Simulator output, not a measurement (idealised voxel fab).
Documented hereafter: the process module known as voxel ribs on slabs.
Cross-sectional view cut (width: 280 nm; square cell size: 5 nm).
Cross-section format: a grid of square cells, given as bands from top to bottom; each band is one or more rows of cells.
Quick guide to a band line: top height, bottom height (nm) up front; then every material left to right with its width in nm. Only one material and it's marked "full width"? Then it fills the band edge to edge. And "air" just means empty space.
Heights from 0 (as-received wafer is one material below). Bottom band endless downward, as "0 nm and below".
A two-number width, for instance "30->40", indicates that the width is equal to the first number in the top row of the band and to the second number in the bottom row, and that it changes by a constant amount per row of cells.
For the purposes of this document, the phrase "remained the same" attached to a step denotes that no cell within the cross-section was modified by that step.
What "Tabulated closed voids" gives you is every empty space of 8 cells or more that is cut off from the top. Each appears as width x height at distance, with the distance taken from the left edge and width, height and distance all in nm.
Where a step's line continues beyond its settings, the continuation is a remark by the simulator itself on that step.
You can add "overlay nm" to a step's line. For a step with a mask, it describes how far the mask lay to the right of its planned position, and a negative number describes a lay to the left.

-- Planned process steps
1,RECEIVE, material Si
2,DIRECTIONAL_DEP, material SiO2, thk nm 20
3,DIRECTIONAL_DEP, material SiN, thk nm 15
4,PATTERN, tone cover, mask id RIB, material resist, width nm 15, thk nm 15, overlay nm 0
5,DIRECTIONAL_ETCH, etch materials SiN, depth nm 5
6,STRIP, etch materials resist
7,DIRECTIONAL_DEP, material aC, thk nm 10
8,PATTERN, tone cover, mask id SLAB, material resist, width nm 65, thk nm 25, overlay nm 0
9,DIRECTIONAL_ETCH, etch materials aC, depth nm 10
10,STRIP, etch materials resist
11,DIRECTIONAL_ETCH, etch materials SiN, depth nm 10
12,STRIP, etch materials aC
13,FILL_DEP, material SiO2, thk nm 15
14,CMP, height nm 45
15,DIRECTIONAL_DEP, material W, thk nm 5
16,PATTERN, tone cover, mask id HEATER, material resist, width nm 25, thk nm 20, overlay nm 0
17,DIRECTIONAL_ETCH, etch materials W, depth nm 5
18,STRIP, etch materials resist
19,CONFORMAL_DEP, material SiO2, thk nm 5

-- Below: the first of two wafers, run as planned

-- Incoming wafer in cross-section (state: after step 1)
* 0 nm and below | Si full width
* Tabulated closed voids: none

-- Upon completion of step 2, the wafer appears in cross-section as shown
* 20 nm to 0 nm | SiO2 full width
* Rest of section, below 0: as before.

-- Upon completion of step 3, the wafer appears in cross-section as shown
* 35 nm to 20 nm | SiN full width
* Rest of section, below 20: as before.

-- Upon completion of step 4, the wafer appears in cross-section as shown
* 50 nm to 35 nm | air (130) | resist (15) | air (135)
* Rest of section, below 35: as before.

-- Upon completion of step 5, the wafer appears in cross-section as shown
* 50 nm to 35 nm | air (130) | resist (15) | air (135)
* 35 nm to 30 nm | air (130) | SiN (15) | air (135)
* Rest of section, below 30: as before.

-- Upon completion of step 6, the wafer appears in cross-section as shown
* 35 nm to 30 nm | air (130) | SiN (15) | air (135)
* Rest of section, below 30: as before.

-- Upon completion of step 7, the wafer appears in cross-section as shown
* 45 nm to 40 nm | air (130) | aC (15) | air (135)
* 40 nm to 35 nm | aC full width
* 35 nm to 30 nm | aC (130) | SiN (15) | aC (135)
* Rest of section, below 30: as before.

-- Upon completion of step 8, the wafer appears in cross-section as shown
* 70 nm to 45 nm | air (105) | resist (65) | air (110)
* 45 nm to 40 nm | air (105) | resist (25) | aC (15) | resist (25) | air (110)
* Rest of section, below 40: as before.

-- Upon completion of step 9, the wafer appears in cross-section as shown
* 60 nm to 45 nm | air (105) | resist (65) | air (110)
* 45 nm to 40 nm | air (105) | resist (25) | aC (15) | resist (25) | air (110)
* 40 nm to 35 nm | air (105) | aC (65) | air (110)
* 35 nm to 30 nm | air (105) | aC (25) | SiN (15) | aC (25) | air (110)
* Rest of section, below 30: as before.

-- Upon completion of step 10, the wafer appears in cross-section as shown
* 45 nm to 35 nm | air (130->105) | aC (15->65) | air (135->110)
* Rest of section, below 35: as before.

-- Upon completion of step 11, the wafer appears in cross-section as shown
* 45 nm to 35 nm | air (130->105) | aC (15->65) | air (135->110)
* 35 nm to 30 nm | air (105) | aC (25) | SiN (15) | aC (25) | air (110)
* 30 nm to 20 nm | air (105) | SiN (65) | air (110)
* Rest of section, below 20: as before.

-- Upon completion of step 12, the wafer appears in cross-section as shown
* 35 nm to 30 nm | air (130) | SiN (15) | air (135)
* Rest of section, below 30: as before.

-- Upon completion of step 13, the wafer appears in cross-section as shown
* 50 nm to 35 nm | SiO2 full width
* 35 nm to 30 nm | SiO2 (130) | SiN (15) | SiO2 (135)
* 30 nm to 20 nm | SiO2 (105) | SiN (65) | SiO2 (110)
* Rest of section, below 20: as before.

-- Upon completion of step 14, the wafer appears in cross-section as shown
* 45 nm to 35 nm | SiO2 full width
* Rest of section, below 35: as before.

-- Upon completion of step 15, the wafer appears in cross-section as shown
* 50 nm to 45 nm | W full width
* Rest of section, below 45: as before.

-- Upon completion of step 16, the wafer appears in cross-section as shown
* 70 nm to 50 nm | air (125) | resist (25) | air (130)
* Rest of section, below 50: as before.

-- Upon completion of step 17, the wafer appears in cross-section as shown
* 70 nm to 50 nm | air (125) | resist (25) | air (130)
* 50 nm to 45 nm | air (125) | W (25) | air (130)
* Rest of section, below 45: as before.

-- Upon completion of step 18, the wafer appears in cross-section as shown
* 50 nm to 45 nm | air (125) | W (25) | air (130)
* Rest of section, below 45: as before.

-- Upon completion of step 19, the wafer appears in cross-section as shown
* 55 nm to 50 nm | air (120) | SiO2 (35) | air (125)
* 50 nm to 45 nm | SiO2 (125) | W (25) | SiO2 (130)
* Rest of section, below 45: as before.

-- Second wafer, same starting state and plan as the first, one mistake in the run, identical through step 2

-- when step 3 should have ended
* 50 nm to 20 nm | SiN full width
* Rest of section, below 20: as before.

-- when step 4 should have ended
* 65 nm to 50 nm | air (130) | resist (15) | air (135)
* Rest of section, below 50: as before.

-- when step 5 should have ended
* 65 nm to 50 nm | air (130) | resist (15) | air (135)
* 50 nm to 45 nm | air (130) | SiN (15) | air (135)
* Rest of section, below 45: as before.

-- when step 6 should have ended
* 50 nm to 45 nm | air (130) | SiN (15) | air (135)
* Rest of section, below 45: as before.

-- when step 7 should have ended
* 60 nm to 55 nm | air (130) | aC (15) | air (135)
* 55 nm to 50 nm | aC full width
* 50 nm to 45 nm | aC (130) | SiN (15) | aC (135)
* Rest of section, below 45: as before.

-- when step 8 should have ended
* 85 nm to 60 nm | air (105) | resist (65) | air (110)
* 60 nm to 55 nm | air (105) | resist (25) | aC (15) | resist (25) | air (110)
* Rest of section, below 55: as before.

-- when step 9 should have ended
* 75 nm to 60 nm | air (105) | resist (65) | air (110)
* 60 nm to 55 nm | air (105) | resist (25) | aC (15) | resist (25) | air (110)
* 55 nm to 50 nm | air (105) | aC (65) | air (110)
* 50 nm to 45 nm | air (105) | aC (25) | SiN (15) | aC (25) | air (110)
* Rest of section, below 45: as before.

-- when step 10 should have ended
* 60 nm to 50 nm | air (130->105) | aC (15->65) | air (135->110)
* Rest of section, below 50: as before.

-- when step 11 should have ended
* 60 nm to 50 nm | air (130->105) | aC (15->65) | air (135->110)
* 50 nm to 45 nm | air (105) | aC (25) | SiN (15) | aC (25) | air (110)
* 45 nm to 35 nm | air (105) | SiN (65) | air (110)
* Rest of section, below 35: as before.

-- when step 12 should have ended
* 50 nm to 45 nm | air (130) | SiN (15) | air (135)
* Rest of section, below 45: as before.

-- when step 13 should have ended
* 65 nm to 50 nm | SiO2 full width
* 50 nm to 45 nm | SiO2 (130) | SiN (15) | SiO2 (135)
* 45 nm to 35 nm | SiO2 (105) | SiN (65) | SiO2 (110)
* Rest of section, below 35: as before.

-- when step 14 should have ended
* 45 nm to 35 nm | SiO2 (105) | SiN (65) | SiO2 (110)
* Rest of section, below 35: as before.

-- when step 15 should have ended
* 50 nm to 45 nm | W full width
* Rest of section, below 45: as before.

-- when step 16 should have ended
* 70 nm to 50 nm | air (125) | resist (25) | air (130)
* Rest of section, below 50: as before.

-- when step 17 should have ended
* 70 nm to 50 nm | air (125) | resist (25) | air (130)
* 50 nm to 45 nm | air (125) | W (25) | air (130)
* Rest of section, below 45: as before.

-- when step 18 should have ended
* 50 nm to 45 nm | air (125) | W (25) | air (130)
* Rest of section, below 45: as before.

-- when step 19 should have ended
* 55 nm to 50 nm | air (120) | SiO2 (35) | air (125)
* 50 nm to 45 nm | SiO2 (125) | W (25) | SiO2 (130)
* Rest of section, below 45: as before.
Plan not followed: yeah, plan step 3 got run twice
In the final state, the cell counts of the second wafer exceed or fall short of those of the first for the following materials: SiN: 165 more | SiO2: 165 fewer
